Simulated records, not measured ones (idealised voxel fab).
process module | voxel lift off
cross-section cut | 285 nm wide | cells 5 nm
A cross-section is a grid of square cells, given in bands from the top down. A band is one or more rows of cells.
Each band's line starts with the height of the band's top and of its bottom, in nm. Then come its materials from left to right, each with its width in nm. One material with "throughout" fills the band from edge to edge. "air" is empty space.
Height 0 is the level under which the wafer as received is all one material. The lowest band goes on downwards, as in "0 down".
A width such as "30 to 40" changes by the same amount from each row of cells to the next, from the band's top row to its bottom row.
"no change" after a step means that no cell of the cross-section changed.
closed voids: empty space of 8 cells or more with no open way to the top, each as width x height at its distance from the left edge, in nm
after a step's settings: what the simulator itself notes on the step
overlay nm, on a step with a mask: how far to the right of its planned place the mask lay; to the left if negative
plan
1 op RECEIVE | material Si
2 op CONFORMAL_DEP | material SiO2 | thk nm 15
3 op PATTERN | tone open | mask id LINES | material resist | width nm 15 | pitch nm 40 | thk nm 15 | overlay nm 0
4 op DIRECTIONAL_DEP | material Ru | thk nm 5
5 op STRIP | etch materials resist
6 op CONFORMAL_DEP | material SiCN | thk nm 10
as received, after step 1
  0 down: Si throughout
  closed voids: none
first wafer at the end, as planned
  30 to 25: air 65 | SiCN 35 | air 5 | SiCN 35 | air 5 | SiCN 35 | air 5 | SiCN 35 | air 65
  25 to 20: SiCN throughout
  20 to 15: SiCN 75 | Ru 15 | SiCN 25 | Ru 15 | SiCN 25 | Ru 15 | SiCN 25 | Ru 15 | SiCN 75
  15 to 0: SiO2 throughout
  0 down: Si throughout
  closed voids: none
second wafer at the end: like start, like plan, one mistake
  30 to 25: air 65 | SiCN 35 | air 5 | SiCN 35 | air 5 | SiCN 35 | air 5 | SiCN 35 | air 65
  25 to 20: SiCN throughout
  20 to 15: SiCN 75 | Ru 15 | SiCN 25 | Ru 15 | SiCN 25 | Ru 15 | SiCN 25 | Ru 15 | SiCN 75
  15 to 0: Ru throughout
  0 down: Si throughout
  closed voids: none
what went wrong: step 2 ran as: op CONFORMAL_DEP | material Ru | thk nm 15
at the end the second wafer has, in cells: 171 more of Ru | 171 fewer of SiO2
